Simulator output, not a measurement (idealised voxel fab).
process module | voxel capacitor over wiring
cross-section cut | 205 nm wide | cells 5 nm
A cross-section is a grid of square cells, given in bands from the top down. A band is one or more rows of cells.
Each band's line starts with the height of the band's top and of its bottom, in nm. Then come its materials from left to right, each with its width in nm. One material with "throughout" fills the band from edge to edge. "air" is empty space.
Height 0 is the level under which the wafer as received is all one material. The lowest band goes on downwards, as in "0 down".
A width such as "30 to 40" changes by the same amount from each row of cells to the next, from the band's top row to its bottom row.
"no change" after a step means that no cell of the cross-section changed.
closed voids: empty space of 8 cells or more with no open way to the top, each as width x height at its distance from the left edge, in nm
after a step's settings: what the simulator itself notes on the step
overlay nm, on a step with a mask: how far to the right of its planned place the mask lay; to the left if negative
plan
1 op RECEIVE | material Si
2 op CONFORMAL_DEP | material SiO2 | thk nm 10
3 op CONFORMAL_DEP | material SiCN | thk nm 5
4 op DIRECTIONAL_DEP | material SiO2 | thk nm 25
5 op MASKED_ETCH | tone open | mask id METAL_1 | width nm 20 | pitch nm 75 | etch materials SiO2 | depth nm 25 | overlay nm 0
6 op MASKED_ETCH | tone open | mask id METAL_1 | width nm 20 | pitch nm 75 | etch materials SiCN | depth nm 5 | overlay nm 0
7 op CONFORMAL_DEP | material TiN | thk nm 5
8 op FILL_DEP | material Cu | thk nm 5
9 op CMP | height nm 40
10 op CONFORMAL_DEP | material SiCN | thk nm 5
11 op DIRECTIONAL_DEP | material lowk | thk nm 20
12 op PATTERN | tone open | mask id PLUG_1 | material resist | width nm 15 | thk nm 20 | overlay nm 0
13 op DIRECTIONAL_ETCH | etch materials lowk | depth nm 20
14 op DIRECTIONAL_ETCH | etch materials SiCN | depth nm 5
15 op STRIP | etch materials resist
16 op EPI | material Ru | thk nm 10
17 op EPI | material Ru | thk nm 10
18 op EPI | material Ru | thk nm 5
19 op DIRECTIONAL_DEP | material TiN | thk nm 10
20 op DIRECTIONAL_DEP | material SiN | thk nm 5
21 op DIRECTIONAL_DEP | material TiN | thk nm 10
22 op PATTERN | tone cover | mask id UPPER_PLATE | material resist | width nm 60 | thk nm 15 | overlay nm 0
23 op DIRECTIONAL_ETCH | etch materials TiN | depth nm 10
24 op DIRECTIONAL_ETCH | etch materials SiN | depth nm 5
25 op STRIP | etch materials resist
26 op DIRECTIONAL_DEP | material aC | thk nm 15
27 op PATTERN | tone cover | mask id LOWER_PLATE | material resist | width nm 70 | thk nm 30 | overlay nm 0
28 op DIRECTIONAL_ETCH | etch materials aC | depth nm 15
29 op STRIP | etch materials resist
30 op DIRECTIONAL_ETCH | etch materials TiN | depth nm 10
31 op STRIP | etch materials aC
32 op FILL_DEP | material SiO2 | thk nm 15
33 op CMP | height nm 100
34 op PATTERN | tone open | mask id PLUG_2 | material resist | width nm 15 | thk nm 15 | overlay nm 0
35 op DIRECTIONAL_ETCH | etch materials SiO2 | depth nm 10
36 op STRIP | etch materials resist
37 op CONFORMAL_DEP | material TiN | thk nm 5
38 op FILL_DEP | material Ru | thk nm 5
39 op CMP | height nm 100
40 op CONFORMAL_DEP | material SiCN | thk nm 5
as received, after step 1
  0 down: Si throughout
  closed voids: none
a wafer at the end: this start, this plan, one mistake
  105 to 100: SiCN throughout
  100 to 95: SiO2 70 | TiN 5 | Ru 5 | TiN 5 | SiO2 120
  95 to 90: SiO2 70 | TiN 15 | SiO2 120
  90 to 80: SiO2 60 | TiN 55 | SiO2 90
  80 to 75: SiO2 60 | SiN 60 | SiO2 85
  75 to 65: SiO2 45 | TiN 75 | SiO2 85
  65 to 45: lowk 60 | Ru 15 | lowk 130
  45 to 40: SiCN 60 | Ru 15 | SiCN 130
  40 to 15: SiO2 55 | TiN 5 | Cu 10 | TiN 5 | SiO2 55 | TiN 5 | Cu 10 | TiN 5 | SiO2 55
  15 to 10: SiCN 55 | TiN 20 | SiCN 55 | TiN 20 | SiCN 55
  10 to 0: SiO2 throughout
  0 down: Si throughout
  closed voids: none
what went wrong: step 27 ran as: op PATTERN | tone cover | mask id LOWER_PLATE | material resist | width nm 70 | thk nm 30 | overlay nm -10
